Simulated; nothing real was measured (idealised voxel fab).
You're looking at the process module voxel ribs on slabs.
FYI the section here is cut, 270 nm wide, cells are 5 nm squares.
A cross-section is a grid of square cells, given in bands from the top down. A band is one or more rows of cells. What a band's entry tells you: where the top is and where the bottom is, as heights in nm, and after that what lies inside, material by material from left to right, each with its width in nm. Empty space is written as the word "air", and a single material marked with the word "all across" occupies the band from edge to edge. It should be noted that heights are counted from 0, beneath which the wafer as supplied is of one material throughout, and that the lowest band possesses no lower boundary but continues downward, as written in "0 -> down". Top row gets the first number, bottom row gets the second, and each row in between changes by the same step: that is how a band width like "30..40" works. Given "all unchanged" for a step, no cell of the cross-section differs between before and after that step. Voids not open to the top, 8 cells minimum: see "Enclosed void inventory". Written width x height at distance; distance is from the left edge; nm. That trailing text on a step's line, after the settings, is the simulator's own remark on the step. overlay nm: step with mask; distance mask lay right of planned place; negative value = left of planned place.
## Steps planned for the process
step 1: RECEIVE | material Si
step 2: DIRECTIONAL_DEP | material SiO2 | thk nm 25
step 3: DIRECTIONAL_DEP | material polySi | thk nm 25
step 4: DIRECTIONAL_DEP | material aC | thk nm 15
step 5: PATTERN | tone cover | mask id RIB | material resist | width nm 20 | thk nm 30 | overlay nm 0
step 6: DIRECTIONAL_ETCH | etch materials aC | depth nm 15
step 7: STRIP | etch materials resist
step 8: DIRECTIONAL_ETCH | etch materials polySi | depth nm 15
step 9: STRIP | etch materials aC
step 10: MASKED_ETCH | tone cover | mask id SLAB | width nm 70 | etch materials polySi | depth nm 10 | overlay nm 0
step 11: FILL_DEP | material SiO2 | thk nm 30
step 12: CMP | height nm 70
step 13: DIRECTIONAL_DEP | material TiN | thk nm 10
step 14: MASKED_ETCH | tone cover | mask id HEATER | width nm 30 | etch materials TiN | depth nm 10 | overlay nm 0
step 15: CONFORMAL_DEP | material SiO2 | thk nm 10
## Delivered wafer in cross-section: state after step 1
0 -> down | Si all across
Enclosed void inventory: none
## End-of-module cross-section of the first of two wafers, processed as planned
90 -> 80 | air 110, SiO2 50, air 110
80 -> 70 | SiO2 120, TiN 30, SiO2 120
70 -> 50 | SiO2 all across
50 -> 35 | SiO2 125, polySi 20, SiO2 125
35 -> 25 | SiO2 100, polySi 70, SiO2 100
25 -> 0 | SiO2 all across
0 -> down | Si all across
Enclosed void inventory: none
## Wafer two cross-section, module end. Start and plan unchanged from wafer one; one mistake made during the run
90 -> 80 | air 110, polySi 50, air 110
80 -> 70 | polySi 120, TiN 30, polySi 120
70 -> 50 | SiO2 all across
50 -> 35 | SiO2 125, polySi 20, SiO2 125
35 -> 25 | SiO2 100, polySi 70, SiO2 100
25 -> 0 | SiO2 all across
0 -> down | Si all across
Enclosed void inventory: none
Here's what went sideways: for step 15, the planned setting was not used; the step was instead run as CONFORMAL_DEP | material polySi | thk nm 10
Per the end-of-run cell counts, the second wafer holds more or fewer of some materials than the first: SiO2: 116 fewer, polySi: 116 more
